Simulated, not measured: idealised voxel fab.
Process module in this document: voxel transistor to metal
Section shown: cut. Width: 205 nm. Cell size: 5 nm, square.
Cross-section = grid of square cells, listed top down in bands; band = one or more rows. In this notation a band is specified by the heights of its top and bottom, in that order and in nm, after which its materials appear from left to right, each paired with its width in nm. The word "full width" attached to a single material means that material fills the band from edge to edge; the word "empty" stands for empty space. Height 0 is the level under which the wafer as received is all one material. The lowest band goes on downwards, as in "0 -> down". Per-row width for "30..40": begins at first number (top row of band), ends at second number (bottom row), increment between rows held constant. Basically "no change occurred" means that step didn't change any cell in the cross-section. Empty spaces without an open route to the top, at least 8 cells in extent, make up the entry "Sealed internal voids"; each is given as width x height at distance, where the distance is measured from the left edge, and all are in nm. On a step's line, text after the settings is the simulator commenting on that step. overlay nm: how far to the right of its planned place the mask lay on this masked step (negative: to the left).

STEPS PLANNED FOR THE PROCESS
1 RECEIVE (material Si)
2 CONFORMAL_DEP (material SiO2; thk nm 5)
3 CONFORMAL_DEP (material SiN; thk nm 15)
4 MASKED_ETCH (tone cover; mask id ACTIVE; width nm 90; etch materials SiN; depth nm 15; overlay nm 0)
5 MASKED_ETCH (tone cover; mask id ACTIVE; width nm 90; etch materials SiO2; depth nm 5; overlay nm 0)
6 MASKED_ETCH (tone cover; mask id ACTIVE; width nm 90; etch materials Si; depth nm 35; overlay nm 0)
7 OXIDIZE (depth nm 5)
8 FILL_DEP (material SiO2; thk nm 5)
9 CMP (height nm 20)
10 SELECTIVE_ETCH (etch materials SiO2; depth nm 5)
11 STRIP (etch materials SiN)
12 SELECTIVE_ETCH (etch materials SiO2; depth nm 5)
13 OXIDIZE (depth nm 5)
14 DIRECTIONAL_DEP (material polySi; thk nm 20)
15 DIRECTIONAL_DEP (material SiCN; thk nm 10)
16 DIRECTIONAL_DEP (material aC; thk nm 10)
17 PATTERN (tone cover; mask id GATE; material resist; width nm 20; thk nm 30; overlay nm 0)
18 DIRECTIONAL_ETCH (etch materials aC; depth nm 10)
19 STRIP (etch materials resist)
20 DIRECTIONAL_ETCH (etch materials SiCN; depth nm 20)
21 DIRECTIONAL_ETCH (etch materials polySi; depth nm 30)
22 STRIP (etch materials aC)
23 CONFORMAL_DEP (material SiN; thk nm 10)
24 DIRECTIONAL_ETCH (etch materials SiN; depth nm 10)
25 DIRECTIONAL_ETCH (etch materials SiO2; depth nm 5)
26 DIRECTIONAL_ETCH (etch materials Si; depth nm 5)
27 EPI (material pSi; thk nm 10)
28 FILL_DEP (material SiO2; thk nm 5)
29 CMP (height nm 30)
30 DIRECTIONAL_DEP (material SiO2; thk nm 15)
31 MASKED_ETCH (tone open; mask id CONTACT; width nm 15; pitch nm 65; etch materials SiO2; depth nm 45; overlay nm 0)
32 CONFORMAL_DEP (material TiN; thk nm 5)
33 FILL_DEP (material W; thk nm 10)
34 CMP (height nm 45)
35 CONFORMAL_DEP (material SiCN; thk nm 5)
36 DIRECTIONAL_DEP (material lowk; thk nm 15)
37 MASKED_ETCH (tone open; mask id METAL_1; width nm 15; pitch nm 65; etch materials lowk; depth nm 15; overlay nm 0)
38 MASKED_ETCH (tone open; mask id METAL_1; width nm 15; pitch nm 65; etch materials SiCN; depth nm 5; overlay nm 0)
39 CONFORMAL_DEP (material TiN; thk nm 5)
40 FILL_DEP (material Ru; thk nm 10)
41 CMP (height nm 65)
42 CONFORMAL_DEP (material SiN; thk nm 5)
Wafer-to-wafer difference: width nm, step 37. Common start. Plan = first wafer's value.

CUT THROUGH THE FIRST OF SEVERAL WAFERS AS RECEIVED, POST STEP 1
	0 -> down | Si full width
	Sealed internal voids: none

CROSS-SECTIONAL REPRESENTATION OF THE FIRST OF SEVERAL WAFERS AT THE END OF THE MODULE, I.E. AFTER ITS TERMINAL STEP, STEP 42
	70 -> 65 | SiN full width
	65 -> 50 | lowk 60; TiN 5; Ru 5; TiN 5; lowk 50; TiN 5; Ru 5; TiN 5; lowk 65
	50 -> 45 | SiCN 60; TiN 15; SiCN 50; TiN 15; SiCN 65
	45 -> 30 | SiO2 60; TiN 5; W 5; TiN 5; SiO2 50; TiN 5; W 5; TiN 5; SiO2 65
	30 -> 20 | SiO2 60; TiN 5; W 5; TiN 5; SiO2 5; SiN 10; SiCN 20; SiN 10; SiO2 5; TiN 5; W 5; TiN 5; SiO2 65
	20 -> 10 | SiO2 60; TiN 5; W 5; TiN 5; SiO2 5; SiN 10; polySi 20; SiN 10; SiO2 5; TiN 5; W 5; TiN 5; SiO2 65
	10 -> 5 | SiO2 50; SiN 10; TiN 15; SiO2 5; SiN 10; polySi 20; SiN 10; SiO2 5; TiN 15; SiN 10; SiO2 55
	5 -> 0 | SiO2 50; SiN 10; TiN 10; pSi 10; SiN 10; polySi 20; SiN 10; pSi 10; TiN 10; SiN 10; SiO2 55
	0 -> -5 | SiO2 60; pSi 20; SiO2 40; pSi 20; SiO2 65
	-5 -> -10 | SiO2 60; pSi 20; Si 40; pSi 20; SiO2 65
	-10 -> -40 | SiO2 60; Si 80; SiO2 65
	-40 -> down | Si full width
	Sealed internal voids: none

A CROSS-SECTION THROUGH THE LAST WAFER AT THE CLOSE OF THE MODULE
	70 -> 65 | SiN full width
	65 -> 55 | lowk 55; TiN 5; Ru 20; TiN 5; lowk 35; TiN 5; Ru 20; TiN 5; lowk 55
	55 -> 50 | lowk 55; TiN 10; Ru 5; TiN 15; lowk 35; TiN 10; Ru 5; TiN 15; lowk 55
	50 -> 45 | SiCN 60; TiN 15; SiCN 50; TiN 15; SiCN 65
	45 -> 30 | SiO2 60; TiN 5; W 5; TiN 5; SiO2 50; TiN 5; W 5; TiN 5; SiO2 65
	30 -> 20 | SiO2 60; TiN 5; W 5; TiN 5; SiO2 5; SiN 10; SiCN 20; SiN 10; SiO2 5; TiN 5; W 5; TiN 5; SiO2 65
	20 -> 10 | SiO2 60; TiN 5; W 5; TiN 5; SiO2 5; SiN 10; polySi 20; SiN 10; SiO2 5; TiN 5; W 5; TiN 5; SiO2 65
	10 -> 5 | SiO2 50; SiN 10; TiN 15; SiO2 5; SiN 10; polySi 20; SiN 10; SiO2 5; TiN 15; SiN 10; SiO2 55
	5 -> 0 | SiO2 50; SiN 10; TiN 10; pSi 10; SiN 10; polySi 20; SiN 10; pSi 10; TiN 10; SiN 10; SiO2 55
	0 -> -5 | SiO2 60; pSi 20; SiO2 40; pSi 20; SiO2 65
	-5 -> -10 | SiO2 60; pSi 20; Si 40; pSi 20; SiO2 65
	-10 -> -40 | SiO2 60; Si 80; SiO2 65
	-40 -> down | Si full width
	Sealed internal voids: none

WHAT FOLLOWS IS A TABLE IN WHICH EACH WAFER OCCUPIES A ROW; FOR THE WAFER AS IT STANDS AT THE CLOSE OF THE MODULE, THE ROW STATES, MATERIAL BY MATERIAL, HOW MANY CELLS HAVE BEEN GAINED (+) OR LOST (-) SINCE RECEIPT, AND THEN GIVES ITS CLOSED VOIDS
width nm 15 | +6 Ru | -224 Si | +43 SiCN | +73 SiN | +465 SiO2 | +56 TiN | +14 W | +105 lowk | +20 pSi | +16 polySi | Sealed internal voids: none
width nm 20 | +10 Ru | -224 Si | +43 SiCN | +73 SiN | +465 SiO2 | +58 TiN | +14 W | +99 lowk | +20 pSi | +16 polySi | Sealed internal voids: none
width nm 25 | +14 Ru | -224 Si | +43 SiCN | +73 SiN | +465 SiO2 | +60 TiN | +14 W | +93 lowk | +20 pSi | +16 polySi | Sealed internal voids: none
width nm 30 | +18 Ru | -224 Si | +43 SiCN | +73 SiN | +465 SiO2 | +62 TiN | +14 W | +87 lowk | +20 pSi | +16 polySi | Sealed internal voids: none
